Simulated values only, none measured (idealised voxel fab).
Module name: voxel double patterning (process module)
The cross-section shown here is cut; it is 200 nm wide and divided into square cells measuring 5 nm on a side.
How to read a cross-section here: the picture is a grid of square cells, written as bands going from the top down, and any band can span one or more rows of cells.
For a band, the entry starts with two heights in nm, that of the top and then that of the bottom, and carries on with the band's materials in order from left to right, each alongside its width in nm; the word "edge to edge" beside a single material means it fills the band edge to edge, and "air" means empty space.
Ref level 0: as-received wafer is one material below here. Bottom band extends down with no lower bound ("0..down").
The two numbers in a width such as "30 to 40" mark its ends across the band: the first belongs to the top row of cells, the second to the bottom row, and from each row to the next the width moves by the same amount.
"left unchanged", as given for a step, is the statement that not any cell of the cross-section underwent a change during that step.
The list in "Closed cavity list" covers empty spaces of 8 cells or more that cannot reach the top through any open way, and it gives each as width x height at distance; the distance is from the left edge, and width, height and distance are in nm.
On each step's line, the part that comes after the settings is the simulator's own comment on the step.
You can add "overlay nm" to a step's line. For a step with a mask, it describes how far the mask lay to the right of its planned position, and a negative number describes a lay to the left.
BELOW IS THE LIST OF PLANNED PROCESS STEPS
1) RECEIVE, material Si
2) CONFORMAL_DEP, material SiO2, thk nm 10
3) DIRECTIONAL_DEP, material W, thk nm 20
4) DIRECTIONAL_DEP, material SiN, thk nm 5
5) PATTERN, tone open, mask id FIRST, material resist, width nm 15, pitch nm 50, thk nm 20, overlay nm 0
6) DIRECTIONAL_ETCH, etch materials SiN, depth nm 5
7) STRIP, etch materials resist
8) PATTERN, tone open, mask id SECOND, material resist, width nm 15, pitch nm 50, thk nm 15, overlay nm 0
9) DIRECTIONAL_ETCH, etch materials SiN, depth nm 5
10) STRIP, etch materials resist
11) DIRECTIONAL_ETCH, etch materials W, depth nm 20
12) STRIP, etch materials SiN
CROSS-SECTION OF THE WAFER AT RECEIPT, WHICH IS THE CONDITION AFTER STEP 1
  0..down = Si edge to edge
  Closed cavity list: none
A WAFER AT THE END: THIS START, THIS PLAN, ONE MISTAKE
  35..30 = SiO2 edge to edge
  30..10 = W edge to edge
  10..0 = SiO2 edge to edge
  0..down = Si edge to edge
  Closed cavity list: none
Want to know what went wrong? step 4 did not happen as planned, as run it was DIRECTIONAL_DEP, material SiO2, thk nm 5
